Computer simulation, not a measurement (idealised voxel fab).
Herein follows the process module entitled voxel spacer lines.
Cross-sectional view cut (width: 225 nm; square cell size: 5 nm).
If you're reading a cross-section in this doc, picture square cells in a grid; it comes to you as bands, top ones listed first down to the bottom, and a band can be one or more rows of cells. What a band's entry tells you: where the top is and where the bottom is, as heights in nm, and after that what lies inside, material by material from left to right, each with its width in nm. Empty space is written as the word "air", and a single material marked with the word "everywhere" occupies the band from edge to edge. Zero point of the height axis is 0; under it, received wafer = one material. Lowest band: continues down indefinitely, "top 0, no bottom". A width such as "30..40" changes by the same amount from each row of cells to the next, from the band's top row to its bottom row. Any step labelled "no change occurred" changed none of the cells in the cross-section. "Fully enclosed voids" specifies each empty space that is not open to the top and that occupies no fewer than 8 cells, using the form width x height at distance, the distance measured from the left edge and all three quantities in nm. Whatever follows a step's settings on its line is a remark the simulator itself makes about that step. "overlay nm" answers the question of how far to the right of plan the mask lay on a step that has a mask, and when it is negative the answer is to the left.
### Steps planned for the process
step 1: RECEIVE with material Si
step 2: CONFORMAL_DEP with material Al2O3, thk nm 10
step 3: DIRECTIONAL_DEP with material polySi, thk nm 15
step 4: DIRECTIONAL_DEP with material aC, thk nm 30
step 5: PATTERN with tone cover, mask id MANDREL, material resist, width nm 20, pitch nm 60, thk nm 35, overlay nm 0
step 6: DIRECTIONAL_ETCH with etch materials aC, depth nm 30
step 7: STRIP with etch materials resist
step 8: CONFORMAL_DEP with material SiO2, thk nm 10
step 9: DIRECTIONAL_ETCH with etch materials SiO2, depth nm 10
step 10: STRIP with etch materials aC
step 11: DIRECTIONAL_ETCH with etch materials polySi, depth nm 15
step 12: STRIP with etch materials SiO2
### The cross-section here shows the wafer as received, i.e. in its state after step 1
- top 0, no bottom: Si everywhere
- Fully enclosed voids: none
### The cross-section shown corresponds to the wafer at the conclusion of the module. The initial structure and the process plan are those presented above; however, one mistake occurred in executing the plan
- top 25, bottom 10: air (65) | polySi (10) | air (20) | polySi (10) | air (20) | polySi (10) | air (20) | polySi (10) | air (60)
- top 10, bottom 0: Al2O3 everywhere
- top 0, no bottom: Si everywhere
- Fully enclosed voids: none
What went wrong in running the wafer? step 5: run off-plan, actual operation and settings PATTERN with tone cover, mask id MANDREL, material resist, width nm 20, pitch nm 60, thk nm 35, overlay nm 5
